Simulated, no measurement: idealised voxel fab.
A process module follows: voxel self aligned vias.
Xsec cut, 215 nm wide, square cell size 5 nm.
The cross-sections in this document take the form of a grid made of square cells. They are written out as bands, in order from top to bottom. Each band consists of one or more rows of cells.
This entry defines a band. It first specifies the height of the band's top and the height of its bottom in nm, and then specifies the band's materials from left to right, stating each material with its width in nm. The word "edge to edge" identifies a single material that fills the band from edge to edge, while the word "air" identifies empty space.
Heights are reckoned from 0. Under this level, the received wafer is all of one material. The bottommost band is open-ended downward, for example "0 nm and below".
Note: "30 to 40" means the width goes from the first number (top row of the band) to the second number (bottom row) in equal steps per row of cells.
"no change occurred" (step): cross-section cells unchanged, all of them.
Reported under the label "Trapped void list" are the empty spaces having no open way to the top and comprising 8 cells or more; the notation for each is width x height at distance, in which the distance is measured from the left edge and all three values are in nm.
Anything after a step's settings on that line? It's the simulator's own note about the step.
overlay nm: for a step with a mask, the amount by which the mask lay right of where it was planned; a negative amount means left of it.
# The following list gives the planned process steps
| 1 | op RECEIVE | material Si |
| 2 | op CONFORMAL_DEP | material SiO2 | thk nm 10 |
| 3 | op CONFORMAL_DEP | material SiCN | thk nm 5 |
| 4 | op DIRECTIONAL_DEP | material SiO2 | thk nm 20 |
| 5 | op DIRECTIONAL_DEP | material aC | thk nm 15 |
| 6 | op PATTERN | tone open | mask id LINES | material resist | width nm 20 | pitch nm 60 | thk nm 30 | overlay nm 0 |
| 7 | op DIRECTIONAL_ETCH | etch materials aC | depth nm 15 |
| 8 | op STRIP | etch materials resist |
| 9 | op DIRECTIONAL_ETCH | etch materials SiO2 | depth nm 20 |
| 10 | op STRIP | etch materials aC |
| 11 | op CONFORMAL_DEP | material TiN | thk nm 5 |
| 12 | op FILL_DEP | material W | thk nm 10 |
| 13 | op CMP | height nm 35 |
| 14 | op SELECTIVE_ETCH | etch materials W Ru TiN | depth nm 10 |
| 15 | op FILL_DEP | material SiN | thk nm 10 |
| 16 | op CMP | height nm 35 |
| 17 | op DIRECTIONAL_DEP | material SiO2 | thk nm 15 |
| 18 | op DIRECTIONAL_DEP | material aC | thk nm 10 |
| 19 | op PATTERN | tone open | mask id VIAS | material resist | width nm 30 | thk nm 30 | overlay nm 0 |
| 20 | op DIRECTIONAL_ETCH | etch materials aC | depth nm 10 |
| 21 | op STRIP | etch materials resist |
| 22 | op DIRECTIONAL_ETCH | etch materials SiO2 | depth nm 15 |
| 23 | op DIRECTIONAL_ETCH | etch materials SiN | depth nm 10 |
| 24 | op STRIP | etch materials aC |
| 25 | op CONFORMAL_DEP | material TiN | thk nm 5 |
| 26 | op FILL_DEP | material W | thk nm 5 |
| 27 | op CMP | height nm 50 |
| 28 | op CONFORMAL_DEP | material SiN | thk nm 5 |
# The first of a set of two wafers, run to plan
# Cross-sectional view of the wafer in its as-received condition, corresponding to the state after step 1
> 0 nm and below | Si edge to edge
> Trapped void list: none
# Take a look at the wafer's cross-section after step 2
> 10 nm to 0 nm | SiO2 edge to edge
> No changes below 0.
# Take a look at the wafer's cross-section after step 3
> 15 nm to 10 nm | SiCN edge to edge
> No changes below 10.
# Take a look at the wafer's cross-section after step 4
> 35 nm to 15 nm | SiO2 edge to edge
> No changes below 15.
# Take a look at the wafer's cross-section after step 5
> 50 nm to 35 nm | aC edge to edge
> No changes below 35.
# Take a look at the wafer's cross-section after step 6
> 80 nm to 50 nm | resist=65  air=20  resist=40  air=20  resist=70
> No changes below 50.
# Take a look at the wafer's cross-section after step 7
> 65 nm to 50 nm | resist=65  air=20  resist=40  air=20  resist=70
> 50 nm to 35 nm | aC=65  air=20  aC=40  air=20  aC=70
> No changes below 35.
# Take a look at the wafer's cross-section after step 8
> 50 nm to 35 nm | aC=65  air=20  aC=40  air=20  aC=70
> No changes below 35.
# Take a look at the wafer's cross-section after step 9
> 50 nm to 35 nm | aC=65  air=20  aC=40  air=20  aC=70
> 35 nm to 15 nm | SiO2=65  air=20  SiO2=40  air=20  SiO2=70
> No changes below 15.
# Take a look at the wafer's cross-section after step 10
> 35 nm to 15 nm | SiO2=65  air=20  SiO2=40  air=20  SiO2=70
> No changes below 15.
# Take a look at the wafer's cross-section after step 11
> 40 nm to 35 nm | TiN=70  air=10  TiN=50  air=10  TiN=75
> 35 nm to 20 nm | SiO2=65  TiN=5  air=10  TiN=5  SiO2=40  TiN=5  air=10  TiN=5  SiO2=70
> 20 nm to 15 nm | SiO2=65  TiN=20  SiO2=40  TiN=20  SiO2=70
> No changes below 15.
# Take a look at the wafer's cross-section after step 12
> 50 nm to 40 nm | W edge to edge
> 40 nm to 35 nm | TiN=70  W=10  TiN=50  W=10  TiN=75
> 35 nm to 20 nm | SiO2=65  TiN=5  W=10  TiN=5  SiO2=40  TiN=5  W=10  TiN=5  SiO2=70
> No changes below 20.
# Take a look at the wafer's cross-section after step 13
> 35 nm to 20 nm | SiO2=65  TiN=5  W=10  TiN=5  SiO2=40  TiN=5  W=10  TiN=5  SiO2=70
> No changes below 20.
# Take a look at the wafer's cross-section after step 14
> 35 nm to 25 nm | SiO2=65  air=20  SiO2=40  air=20  SiO2=70
> No changes below 25.
# Take a look at the wafer's cross-section after step 15
> 45 nm to 35 nm | SiN edge to edge
> 35 nm to 25 nm | SiO2=65  SiN=20  SiO2=40  SiN=20  SiO2=70
> No changes below 25.
# Take a look at the wafer's cross-section after step 16
> 35 nm to 25 nm | SiO2=65  SiN=20  SiO2=40  SiN=20  SiO2=70
> No changes below 25.
# Take a look at the wafer's cross-section after step 17
> 50 nm to 35 nm | SiO2 edge to edge
> No changes below 35.
# Take a look at the wafer's cross-section after step 18
> 60 nm to 50 nm | aC edge to edge
> No changes below 50.
# Take a look at the wafer's cross-section after step 19
> 90 nm to 60 nm | resist=60  air=30  resist=125
> No changes below 60.
# Take a look at the wafer's cross-section after step 20
> 80 nm to 60 nm | resist=60  air=30  resist=125
> 60 nm to 50 nm | aC=60  air=30  aC=125
> No changes below 50.
# Take a look at the wafer's cross-section after step 21
> 60 nm to 50 nm | aC=60  air=30  aC=125
> No changes below 50.
# Take a look at the wafer's cross-section after step 22
> 60 nm to 50 nm | aC=60  air=30  aC=125
> 50 nm to 35 nm | SiO2=60  air=30  SiO2=125
> No changes below 35.
# Take a look at the wafer's cross-section after step 23
> 60 nm to 50 nm | aC=60  air=30  aC=125
> 50 nm to 35 nm | SiO2=60  air=30  SiO2=125
> 35 nm to 25 nm | SiO2=65  air=20  SiO2=40  SiN=20  SiO2=70
> No changes below 25.
# Take a look at the wafer's cross-section after step 24
> 50 nm to 35 nm | SiO2=60  air=30  SiO2=125
> No changes below 35.
# Take a look at the wafer's cross-section after step 25
> 55 nm to 50 nm | TiN=65  air=20  TiN=130
> 50 nm to 40 nm | SiO2=60  TiN=5  air=20  TiN=5  SiO2=125
> 40 nm to 35 nm | SiO2=60  TiN=10  air=10  TiN=10  SiO2=125
> 35 nm to 30 nm | SiO2=65  TiN=5  air=10  TiN=5  SiO2=40  SiN=20  SiO2=70
> 30 nm to 25 nm | SiO2=65  TiN=20  SiO2=40  SiN=20  SiO2=70
> No changes below 25.
# Take a look at the wafer's cross-section after step 26
> 60 nm to 55 nm | W edge to edge
> 55 nm to 50 nm | TiN=65  W=20  TiN=130
> 50 nm to 40 nm | SiO2=60  TiN=5  W=20  TiN=5  SiO2=125
> 40 nm to 35 nm | SiO2=60  TiN=10  W=10  TiN=10  SiO2=125
> 35 nm to 30 nm | SiO2=65  TiN=5  W=10  TiN=5  SiO2=40  SiN=20  SiO2=70
> No changes below 30.
# Take a look at the wafer's cross-section after step 27
> 50 nm to 40 nm | SiO2=60  TiN=5  W=20  TiN=5  SiO2=125
> No changes below 40.
# Take a look at the wafer's cross-section after step 28
> 55 nm to 50 nm | SiN edge to edge
> No changes below 50.
# What follows concerns the second wafer, which started out like the first and was meant to follow the very same plan; one mistake crept in when it was run, but everything up to and including step 21 is the same as for the first wafer
# Cross-sectional view of the second wafer at the intended end time of process step 22
> 60 nm to 50 nm | aC=60  air=30  aC=125
> 50 nm to 35 nm | SiO2=60  air=30  SiO2=125
> 35 nm to 25 nm | SiO2=60  air=5  SiN=20  air=5  SiO2=35  SiN=20  SiO2=70
> 25 nm to 20 nm | SiO2=60  air=5  TiN=5  W=10  TiN=5  air=5  SiO2=35  TiN=5  W=10  TiN=5  SiO2=70
> No changes below 20.
# Cross-sectional view of the second wafer at the intended end time of process step 23
> 60 nm to 50 nm | aC=60  air=30  aC=125
> 50 nm to 35 nm | SiO2=60  air=30  SiO2=125
> 35 nm to 25 nm | SiO2=60  air=30  SiO2=35  SiN=20  SiO2=70
> No changes below 25.
# Cross-sectional view of the second wafer at the intended end time of process step 24
> 50 nm to 35 nm | SiO2=60  air=30  SiO2=125
> No changes below 35.
# Cross-sectional view of the second wafer at the intended end time of process step 25
> 55 nm to 50 nm | TiN=65  air=20  TiN=130
> 50 nm to 35 nm | SiO2=60  TiN=5  air=20  TiN=5  SiO2=125
> 35 nm to 30 nm | SiO2=60  TiN=5  air=20  TiN=5  SiO2=35  SiN=20  SiO2=70
> 30 nm to 25 nm | SiO2=60  TiN=30  SiO2=35  SiN=20  SiO2=70
> 25 nm to 20 nm | SiO2=60  TiN=10  W=10  TiN=10  SiO2=35  TiN=5  W=10  TiN=5  SiO2=70
> No changes below 20.
# Cross-sectional view of the second wafer at the intended end time of process step 26
> 60 nm to 55 nm | W edge to edge
> 55 nm to 50 nm | TiN=65  W=20  TiN=130
> 50 nm to 35 nm | SiO2=60  TiN=5  W=20  TiN=5  SiO2=125
> 35 nm to 30 nm | SiO2=60  TiN=5  W=20  TiN=5  SiO2=35  SiN=20  SiO2=70
> No changes below 30.
# Cross-sectional view of the second wafer at the intended end time of process step 27
> 50 nm to 35 nm | SiO2=60  TiN=5  W=20  TiN=5  SiO2=125
> No changes below 35.
# Cross-sectional view of the second wafer at the intended end time of process step 28
> 55 nm to 50 nm | SiN edge to edge
> No changes below 50.
Processing error: step 22 of the plan was executed twice over
Final comparison by cell count, materials where the second wafer has more or fewer than the first: -6 SiO2, +2 TiN, +4 W
